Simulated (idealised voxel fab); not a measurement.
Process module heading - voxel gate over fins
Each square cell in cross-section cut measures 5 nm, and the section as a whole is 280 nm wide.
Bands, listed from the top down, are how a cross-section gets written in this document; the cross-section itself is a grid of square cells, and a band is one or more rows of them. Band entry format. Leading values: height of top, height of bottom, nm. Remainder: materials in left-to-right order, each with its width in nm. Special words: "everywhere" on a single material, which then fills the band edge to edge; "empty", empty space. Basically, 0 is our baseline, since under it the wafer straight out of the box is all one material. The bottom band has no lower end and keeps on going down, so it looks like "0..down". The width entry "30..40" should be interpreted row by row: the top row of cells in the band takes the first number, the bottom row takes the second number, and the change between adjacent rows is uniform throughout. Where the words "nothing different" appear for a step, the cross-section shows no cell changed by that step; every cell remained as before. So "Unvented cavities" is basically the list of trapped voids: any empty space of 8 cells or more that can't reach the top through an opening. They're written width x height at distance, the distance being from the left edge, and it's all nm. On each step's line, the part that comes after the settings is the simulator's own comment on the step. overlay nm: right-of-plan distance of the mask on a masked step; negative values mean left-of-plan.

**Steps planned for the process**
1,RECEIVE (material Si)
2,CONFORMAL_DEP (material SiN; thk nm 5)
3,PATTERN (tone cover; mask id FINS; material resist; width nm 15; pitch nm 45; thk nm 20; overlay nm 0)
4,DIRECTIONAL_ETCH (etch materials SiN; depth nm 5)
5,DIRECTIONAL_ETCH (etch materials Si; depth nm 35)
6,STRIP (etch materials resist)
7,FILL_DEP (material SiO2; thk nm 15)
8,CMP (height nm 5)
9,SELECTIVE_ETCH (etch materials SiO2; depth nm 20)
10,STRIP (etch materials SiN)
11,CONFORMAL_DEP (material HfO2; thk nm 5)
12,CONFORMAL_DEP (material TiN; thk nm 5)
13,CONFORMAL_DEP (material TiAl; thk nm 5)
14,CONFORMAL_DEP (material TiN; thk nm 5)
15,FILL_DEP (material W; thk nm 10)
16,CMP (height nm 25)
17,CONFORMAL_DEP (material SiN; thk nm 10)

**As-received wafer cross-section (after step 1)**
> 0..down: Si everywhere
> Unvented cavities: none

**Looking at the first of two wafers in cross-section at end of module - ran to plan**
> 35..25: SiN everywhere
> 25..20: W everywhere
> 20..15: W=90 / TiN=100 / W=90
> 15..10: W=90 / TiN=5 / TiAl=90 / TiN=5 / W=90
> 10..5: W=90 / TiN=5 / TiAl=5 / TiN=35 / TiAl=10 / TiN=35 / TiAl=5 / TiN=5 / W=90
> 5..0: TiN=95 / TiAl=5 / TiN=5 / HfO2=25 / TiN=5 / TiAl=10 / TiN=5 / HfO2=25 / TiN=5 / TiAl=5 / TiN=95
> 0..-5: TiAl=100 / TiN=5 / HfO2=5 / Si=15 / HfO2=5 / TiN=5 / TiAl=10 / TiN=5 / HfO2=5 / Si=15 / HfO2=5 / TiN=5 / TiAl=100
> -5..-10: TiN=105 / HfO2=5 / Si=15 / HfO2=5 / TiN=20 / HfO2=5 / Si=15 / HfO2=5 / TiN=105
> -10..-15: HfO2=110 / Si=15 / HfO2=30 / Si=15 / HfO2=110
> -15..-35: SiO2=110 / Si=15 / SiO2=30 / Si=15 / SiO2=110
> -35..down: Si everywhere
> Unvented cavities: none

**So this is wafer number two of the two, cut at the end of the module - it started where the first did and had the same plan, we just got one thing wrong running it**
> 35..25: SiN everywhere
> 25..20: W everywhere
> 20..15: W=90 / TiN=100 / W=90
> 15..10: W=90 / TiN=5 / TiAl=90 / TiN=5 / W=90
> 10..5: W=90 / TiN=5 / TiAl=5 / TiN=35 / TiAl=10 / TiN=35 / TiAl=5 / TiN=5 / W=90
> 5..0: TiN=95 / TiAl=5 / TiN=5 / HfO2=25 / TiN=5 / TiAl=10 / TiN=5 / HfO2=25 / TiN=5 / TiAl=5 / TiN=95
> 0..-5: TiAl=100 / TiN=5 / HfO2=5 / Si=15 / HfO2=5 / TiN=5 / TiAl=10 / TiN=5 / HfO2=5 / Si=15 / HfO2=5 / TiN=5 / TiAl=100
> -5..-10: TiN=105 / HfO2=5 / Si=15 / HfO2=5 / TiN=20 / HfO2=5 / Si=15 / HfO2=5 / TiN=105
> -10..-15: HfO2=110 / Si=15 / HfO2=30 / Si=15 / HfO2=110
> -15..-70: SiO2=110 / Si=15 / SiO2=30 / Si=15 / SiO2=110
> -70..down: Si everywhere
> Unvented cavities: none
Processing error: step 5 of the plan was carried out twice
at the end the second wafer has, in cells: Si -350; SiO2 +350
